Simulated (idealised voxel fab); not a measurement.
This is a process module. Its name is voxel transistor to metal.
The cross-section on display is named cut; it measures 170 nm wide, and its cells are 5 nm squares.
Cross-section spec: square-cell grid; bands listed top down; each band is one or more rows. This entry defines a band. It first specifies the height of the band's top and the height of its bottom in nm, and then specifies the band's materials from left to right, stating each material with its width in nm. The word "edge to edge" identifies a single material that fills the band from edge to edge, while the word "empty" identifies empty space. The reference from which all heights are counted is 0, the level beneath which the as-received wafer is entirely one material; the lowest band, having no lower bound, proceeds downward and is written after the example "0..down". Per-row width for "30 to 40": begins at first number (top row of band), ends at second number (bottom row), increment between rows held constant. "changes: none" means the step left every cell of the cross-section as it was. Basically, "Unvented cavities" tells you about the enclosed voids: empty spaces with no open way to the top, 8 cells or bigger, each written width x height at distance, where distance is from the left edge, all in nm. It should be noted that, on the line of a given step, the content following the step's settings is a remark produced by the simulator itself with respect to that step. overlay nm: step with mask; distance mask lay right of planned place; negative value = left of planned place.
List of planned process steps:
step 1: op RECEIVE | material Si
step 2: op CONFORMAL_DEP | material SiO2 | thk nm 5
step 3: op CONFORMAL_DEP | material SiN | thk nm 15
step 4: op MASKED_ETCH | tone cover | mask id ACTIVE | width nm 95 | etch materials SiN | depth nm 15 | overlay nm 0
step 5: op MASKED_ETCH | tone cover | mask id ACTIVE | width nm 95 | etch materials SiO2 | depth nm 5 | overlay nm -15
step 6: op MASKED_ETCH | tone cover | mask id ACTIVE | width nm 95 | etch materials Si | depth nm 20 | overlay nm 0
step 7: op OXIDIZE | depth nm 5
step 8: op FILL_DEP | material SiO2 | thk nm 15
step 9: op CMP | height nm 20
step 10: op SELECTIVE_ETCH | etch materials SiO2 | depth nm 10
step 11: op STRIP | etch materials SiN
step 12: op SELECTIVE_ETCH | etch materials SiO2 | depth nm 5
step 13: op OXIDIZE | depth nm 5
step 14: op DIRECTIONAL_DEP | material polySi | thk nm 30
step 15: op DIRECTIONAL_DEP | material SiCN | thk nm 10
step 16: op PATTERN | tone cover | mask id GATE | material resist | width nm 15 | thk nm 20 | overlay nm 0
step 17: op DIRECTIONAL_ETCH | etch materials SiCN | depth nm 20
step 18: op DIRECTIONAL_ETCH | etch materials polySi | depth nm 40
step 19: op STRIP | etch materials resist
step 20: op CONFORMAL_DEP | material SiN | thk nm 10
step 21: op DIRECTIONAL_ETCH | etch materials SiN | depth nm 10
step 22: op DIRECTIONAL_ETCH | etch materials SiO2 | depth nm 5
step 23: op DIRECTIONAL_ETCH | etch materials Si | depth nm 5
step 24: op EPI | material pSi | thk nm 10
step 25: op FILL_DEP | material SiO2 | thk nm 5
step 26: op CMP | height nm 40
step 27: op DIRECTIONAL_DEP | material SiO2 | thk nm 15
step 28: op MASKED_ETCH | tone open | mask id CONTACT | width nm 15 | pitch nm 60 | etch materials SiO2 | depth nm 55 | overlay nm 0
step 29: op CONFORMAL_DEP | material TiN | thk nm 5
step 30: op FILL_DEP | material Ru | thk nm 10
step 31: op CMP | height nm 55
step 32: op CONFORMAL_DEP | material SiN | thk nm 5
step 33: op DIRECTIONAL_DEP | material SiO2 | thk nm 25
step 34: op PATTERN | tone open | mask id METAL_1 | material resist | width nm 15 | pitch nm 60 | thk nm 15 | overlay nm 0
step 35: op DIRECTIONAL_ETCH | etch materials SiO2 | depth nm 25
step 36: op DIRECTIONAL_ETCH | etch materials SiN | depth nm 5
step 37: op STRIP | etch materials resist
step 38: op CONFORMAL_DEP | material TiN | thk nm 5
step 39: op FILL_DEP | material Cu | thk nm 5
step 40: op CMP | height nm 85
step 41: op CONFORMAL_DEP | material SiCN | thk nm 5
Same starting wafers, different overlay nm at step 5. Plan value belongs to the first wafer.
Received wafers, first of several: cross-section after step 1:
0..down  Si edge to edge
Unvented cavities: none
End-of-module cross-section, first of several wafers, after last step 41:
90..85  SiCN edge to edge
85..60  SiO2: 45, TiN: 5, Cu: 5, TiN: 5, SiO2: 45, TiN: 5, Cu: 5, TiN: 5, SiO2: 50
60..55  SiN: 45, TiN: 15, SiN: 45, TiN: 15, SiN: 50
55..40  SiO2: 45, TiN: 5, Ru: 5, TiN: 5, SiO2: 45, TiN: 5, Ru: 5, TiN: 5, SiO2: 50
40..30  SiO2: 45, TiN: 5, Ru: 5, TiN: 5, SiO2: 5, SiN: 10, SiCN: 15, SiN: 10, SiO2: 5, TiN: 5, Ru: 5, TiN: 5, SiO2: 50
30..10  SiO2: 45, TiN: 5, Ru: 5, TiN: 5, SiO2: 5, SiN: 10, polySi: 15, SiN: 10, SiO2: 5, TiN: 5, Ru: 5, TiN: 5, SiO2: 50
10..5  SiO2: 45, TiN: 15, SiO2: 5, SiN: 10, polySi: 15, SiN: 10, SiO2: 5, TiN: 15, SiO2: 50
5..0  SiO2: 30, SiN: 10, pSi: 10, TiN: 5, pSi: 10, SiN: 10, polySi: 15, SiN: 10, pSi: 10, TiN: 10, SiO2: 5, SiN: 10, SiO2: 35
0..-5  SiO2: 40, pSi: 25, SiO2: 35, pSi: 25, SiO2: 45
-5..-10  SiO2: 25, Si: 15, pSi: 25, Si: 35, pSi: 25, SiO2: 45
-10..-25  SiO2: 25, Si: 100, SiO2: 45
-25..down  Si edge to edge
Unvented cavities: none
Cross-section, last wafer, module completion:
90..85  SiCN edge to edge
85..60  SiO2: 45, TiN: 5, Cu: 5, TiN: 5, SiO2: 45, TiN: 5, Cu: 5, TiN: 5, SiO2: 50
60..55  SiN: 45, TiN: 15, SiN: 45, TiN: 15, SiN: 50
55..40  SiO2: 45, TiN: 5, Ru: 5, TiN: 5, SiO2: 45, TiN: 5, Ru: 5, TiN: 5, SiO2: 50
40..30  SiO2: 45, TiN: 5, Ru: 5, TiN: 5, SiO2: 5, SiN: 10, SiCN: 15, SiN: 10, SiO2: 5, TiN: 5, Ru: 5, TiN: 5, SiO2: 50
30..10  SiO2: 45, TiN: 5, Ru: 5, TiN: 5, SiO2: 5, SiN: 10, polySi: 15, SiN: 10, SiO2: 5, TiN: 5, Ru: 5, TiN: 5, SiO2: 50
10..5  SiO2: 45, TiN: 15, SiO2: 5, SiN: 10, polySi: 15, SiN: 10, SiO2: 5, TiN: 15, SiO2: 50
5..0  SiO2: 30, SiN: 10, SiO2: 5, TiN: 10, pSi: 10, SiN: 10, polySi: 15, SiN: 10, pSi: 10, TiN: 5, pSi: 10, SiN: 10, SiO2: 35
0..-5  SiO2: 40, pSi: 25, SiO2: 35, pSi: 25, SiO2: 45
-5..-10  SiO2: 40, pSi: 25, Si: 35, pSi: 25, Si: 15, SiO2: 30
-10..-25  SiO2: 40, Si: 100, SiO2: 30
-25..down  Si edge to edge
Unvented cavities: none
Wafer rows, end of module: cells per material gained (+) or lost (-) since receipt; closed voids last:
overlay nm -15; +10 Cu; +18 Ru; -100 Si; +40 SiCN; +64 SiN; +465 SiO2; +71 TiN; +26 pSi; +18 polySi; Unvented cavities: none
overlay nm -10; +10 Cu; +18 Ru; -104 Si; +40 SiCN; +64 SiN; +469 SiO2; +71 TiN; +26 pSi; +18 polySi; Unvented cavities: none
overlay nm -5; +10 Cu; +18 Ru; -108 Si; +40 SiCN; +64 SiN; +473 SiO2; +71 TiN; +26 pSi; +18 polySi; Unvented cavities: none
overlay nm 0; +10 Cu; +18 Ru; -112 Si; +40 SiCN; +64 SiN; +478 SiO2; +72 TiN; +24 pSi; +18 polySi; Unvented cavities: none
overlay nm 5; +10 Cu; +18 Ru; -108 Si; +40 SiCN; +64 SiN; +473 SiO2; +71 TiN; +26 pSi; +18 polySi; Unvented cavities: none
overlay nm 10; +10 Cu; +18 Ru; -104 Si; +40 SiCN; +64 SiN; +469 SiO2; +71 TiN; +26 pSi; +18 polySi; Unvented cavities: none
overlay nm 15; +10 Cu; +18 Ru; -100 Si; +40 SiCN; +64 SiN; +465 SiO2; +71 TiN; +26 pSi; +18 polySi; Unvented cavities: none
